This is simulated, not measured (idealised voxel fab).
This section sets out a process module, namely voxel capacitor over wiring.
Square cells of 5 nm make up the cross-section cut, whose width is 225 nm.
In this document a cross-section is written as a grid of square cells. It is given as a series of bands, listed from the top down, and a band is one or more rows of cells.
Look at the band entry: it leads with the top's height and the bottom's height in nm. Then it lists the materials left to right, with a width in nm for each. The word "everywhere" on a single material says that material fills the band edge to edge. The word "empty" is empty space.
We count height from 0. Below that, the starting wafer is all one material. The lowest band never ends at the bottom but goes on down; see "0 nm and below" for how that is written.
Width: "30 to 40" (first number = top row, second number = bottom row, same change from row to row of cells).
Given "changes: none" for a step, no cell of the cross-section differs between before and after that step.
Heads up: "Closed internal cavities" only lists the empty pockets with no open path to the top that are 8 cells or more, and it writes them as width x height at distance, distance from the left edge, in nm.
Whatever follows a step's settings on its line is a remark the simulator itself makes about that step.
"overlay nm" answers the question of how far to the right of plan the mask lay on a step that has a mask, and when it is negative the answer is to the left.

Steps planned for the process:
- 1: RECEIVE | material Si
- 2: CONFORMAL_DEP | material SiO2 | thk nm 10
- 3: DIRECTIONAL_DEP | material TiN | thk nm 5
- 4: DIRECTIONAL_DEP | material W | thk nm 25
- 5: DIRECTIONAL_DEP | material aC | thk nm 15
- 6: PATTERN | tone cover | mask id METAL_1 | material resist | width nm 20 | pitch nm 90 | thk nm 30 | overlay nm 0
- 7: DIRECTIONAL_ETCH | etch materials aC | depth nm 15
- 8: STRIP | etch materials resist
- 9: DIRECTIONAL_ETCH | etch materials W | depth nm 25
- 10: DIRECTIONAL_ETCH | etch materials TiN | depth nm 5
- 11: STRIP | etch materials aC
- 12: FILL_DEP | material lowk | thk nm 5
- 13: CMP | height nm 40
- 14: CONFORMAL_DEP | material SiCN | thk nm 5
- 15: DIRECTIONAL_DEP | material SiO2 | thk nm 15
- 16: DIRECTIONAL_DEP | material aC | thk nm 15
- 17: PATTERN | tone open | mask id PLUG_1 | material resist | width nm 15 | thk nm 35 | overlay nm 0
- 18: DIRECTIONAL_ETCH | etch materials aC | depth nm 15
- 19: STRIP | etch materials resist
- 20: DIRECTIONAL_ETCH | etch materials SiO2 | depth nm 15
- 21: DIRECTIONAL_ETCH | etch materials SiCN | depth nm 5
- 22: STRIP | etch materials aC
- 23: EPI | material Ru | thk nm 10
- 24: EPI | material Ru | thk nm 10
- 25: DIRECTIONAL_DEP | material TiN | thk nm 10
- 26: DIRECTIONAL_DEP | material Al2O3 | thk nm 5
- 27: DIRECTIONAL_DEP | material TiN | thk nm 5
- 28: DIRECTIONAL_DEP | material aC | thk nm 15
- 29: PATTERN | tone cover | mask id UPPER_PLATE | material resist | width nm 75 | thk nm 35 | overlay nm 0
- 30: DIRECTIONAL_ETCH | etch materials aC | depth nm 15
- 31: STRIP | etch materials resist
- 32: DIRECTIONAL_ETCH | etch materials TiN | depth nm 5
- 33: DIRECTIONAL_ETCH | etch materials Al2O3 | depth nm 5
- 34: STRIP | etch materials aC
- 35: PATTERN | tone cover | mask id LOWER_PLATE | material resist | width nm 85 | thk nm 15 | overlay nm 0
- 36: DIRECTIONAL_ETCH | etch materials TiN | depth nm 10
- 37: STRIP | etch materials resist
- 38: FILL_DEP | material SiO2 | thk nm 15
- 39: CMP | height nm 90
- 40: MASKED_ETCH | tone open | mask id PLUG_2 | width nm 15 | etch materials SiO2 | depth nm 10 | overlay nm 0
- 41: CONFORMAL_DEP | material TiN | thk nm 5
- 42: FILL_DEP | material Ru | thk nm 5
- 43: CMP | height nm 90
- 44: CONFORMAL_DEP | material SiCN | thk nm 5

Cross-section, incoming material, after step 1:
- 0 nm and below: Si everywhere
- Closed internal cavities: none

End-of-module cross-section of the first of two wafers, processed as planned:
- 95 nm to 90 nm: SiCN everywhere
- 90 nm to 85 nm: SiO2 70 | TiN 5 | Ru 5 | TiN 5 | SiO2 140
- 85 nm to 75 nm: SiO2 70 to 60 | TiN 15 to 75 | SiO2 140 to 90
- 75 nm to 70 nm: SiO2 60 | Al2O3 75 | SiO2 90
- 70 nm to 60 nm: SiO2 55 | TiN 85 | SiO2 85
- 60 nm to 45 nm: SiO2 60 | Ru 15 | SiO2 150
- 45 nm to 40 nm: SiCN 60 | Ru 15 | SiCN 150
- 40 nm to 15 nm: lowk 55 | W 20 | lowk 70 | W 20 | lowk 60
- 15 nm to 10 nm: lowk 55 | TiN 20 | lowk 70 | TiN 20 | lowk 60
- 10 nm to 0 nm: SiO2 everywhere
- 0 nm and below: Si everywhere
- Closed internal cavities: none

The second wafer, shown in cross-section after the module: started the same way as the first and given the same plan, yet one mistake crept into how it was run:
- 95 nm to 90 nm: SiCN everywhere
- 90 nm to 85 nm: SiO2 70 | TiN 5 | Al2O3 60 | SiO2 90
- 85 nm to 80 nm: SiO2 55 | TiN 5 | SiO2 10 | TiN 70 | SiO2 85
- 80 nm to 75 nm: SiO2 55 | TiN 85 | SiO2 85
- 75 nm to 70 nm: SiO2 60 | Al2O3 15 | SiO2 150
- 70 nm to 60 nm: SiO2 60 | TiN 15 | SiO2 150
- 60 nm to 45 nm: SiO2 everywhere
- 45 nm to 40 nm: SiCN everywhere
- 40 nm to 15 nm: lowk 55 | W 20 | lowk 70 | W 20 | lowk 60
- 15 nm to 10 nm: lowk 55 | TiN 20 | lowk 70 | TiN 20 | lowk 60
- 10 nm to 0 nm: SiO2 everywhere
- 0 nm and below: Si everywhere
- Closed internal cavities: none
Heads up, the wafer didn't run the way we planned it: step 15 in the plan was executed twice
Final cells, second wafer relative to first, materials higher or lower: 13 fewer of Ru, 3 more of SiCN, 25 more of SiO2, 15 fewer of TiN
